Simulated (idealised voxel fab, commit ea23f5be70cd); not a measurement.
Documented hereafter: the process module known as voxel wiring stack.
We display cut, a cross-section 205 nm in width whose square cells are each 5 nm.
Cross-sections here: square-cell grids, written as top-down lists of bands, a band being one or more rows of cells. A band entry consists of two parts. The first gives the height of the band's top and the height of its bottom, in nm. The rest lists the band's materials from left to right, each with its width in nm. A single material labelled with the word "throughout" fills the band from edge to edge, and the word "air" marks empty space. Heights are measured from 0, the level below which the as-received wafer is all one material; the lowest band has no bottom and continues downward, written as in "z 0 and below". Quick explanation for "30 to 40": the width changes in equal steps down the rows of cells, from the first number in the band's top row to the second number in its bottom row. Where a step carries "no change occurred", the cross-section came out of it unchanged, cell for cell. The entry "Enclosed void list" lists the empty spaces that cover at least 8 cells and have no open path to the top. Each is written as width x height at distance, where the distance is measured from the left edge and all three values are in nm. after a step's settings: what the simulator itself notes on the step. overlay nm: for a step with a mask, the amount by which the mask lay right of where it was planned; a negative amount means left of it.
[Listed below are the process steps as planned]
1: RECEIVE, material Si
2: CONFORMAL_DEP, material SiO2, thk nm 15
3: DIRECTIONAL_DEP, material TiN, thk nm 5
4: DIRECTIONAL_DEP, material W, thk nm 15
5: MASKED_ETCH, tone cover, mask id METAL_1, width nm 30, pitch nm 60, etch materials W, depth nm 15, overlay nm 0
6: MASKED_ETCH, tone cover, mask id METAL_1, width nm 30, pitch nm 60, etch materials TiN, depth nm 5, overlay nm 0
7: CONFORMAL_DEP, material SiN, thk nm 5
8: FILL_DEP, material lowk, thk nm 10
9: CMP, height nm 35
10: CONFORMAL_DEP, material SiCN, thk nm 5
11: DIRECTIONAL_DEP, material SiO2, thk nm 20
12: DIRECTIONAL_DEP, material aC, thk nm 10
13: PATTERN, tone open, mask id PLUG_1, material resist, width nm 15, pitch nm 60, thk nm 25, overlay nm -10
14: DIRECTIONAL_ETCH, etch materials aC, depth nm 10
15: STRIP, etch materials resist
16: DIRECTIONAL_ETCH, etch materials SiO2, depth nm 20
17: DIRECTIONAL_ETCH, etch materials SiCN, depth nm 5
18: STRIP, etch materials aC
19: EPI, material Ru, thk nm 10
20: EPI, material Ru, thk nm 10
21: EPI, material Ru, thk nm 5
22: DIRECTIONAL_DEP, material TiN, thk nm 5
23: DIRECTIONAL_DEP, material Ru, thk nm 15
24: PATTERN, tone cover, mask id METAL_2, material resist, width nm 30, pitch nm 60, thk nm 20, overlay nm 0
25: DIRECTIONAL_ETCH, etch materials Ru, depth nm 15
26: DIRECTIONAL_ETCH, etch materials TiN, depth nm 5
27: STRIP, etch materials resist
28: CONFORMAL_DEP, material SiCN, thk nm 5
29: FILL_DEP, material lowk, thk nm 5
30: CMP, height nm 80
31: CONFORMAL_DEP, material SiCN, thk nm 5
Don't read the plan's overlay nm for step 13 as applying to every wafer: that's the first wafer's value, and the wafers differ in it, though they all start identical.
[The first of several wafers in cross-section, exactly as it reached us after step 1]
  z 0 and below: Si throughout
  Enclosed void list: none
[Basically each wafer gets a line in the table, showing it at the end of the module: material by material, the cells it gained (+) or lost (-) since we got it, then its closed voids]
overlay nm -10 | +99 Ru | +114 SiCN | +41 SiN | +251 SiO2 | +36 TiN | +54 W | +102 lowk | Enclosed void list: none
overlay nm -5 | +99 Ru | +114 SiCN | +41 SiN | +251 SiO2 | +36 TiN | +54 W | +102 lowk | Enclosed void list: none
overlay nm 0 | +99 Ru | +114 SiCN | +41 SiN | +251 SiO2 | +36 TiN | +54 W | +102 lowk | Enclosed void list: none
overlay nm 5 | +99 Ru | +114 SiCN | +41 SiN | +251 SiO2 | +36 TiN | +54 W | +102 lowk | Enclosed void list: none
overlay nm 10 | +99 Ru | +114 SiCN | +41 SiN | +251 SiO2 | +36 TiN | +54 W | +102 lowk | Enclosed void list: none
overlay nm 15 | +99 Ru | +114 SiCN | +41 SiN | +251 SiO2 | +36 TiN | +54 W | +102 lowk | Enclosed void list: none
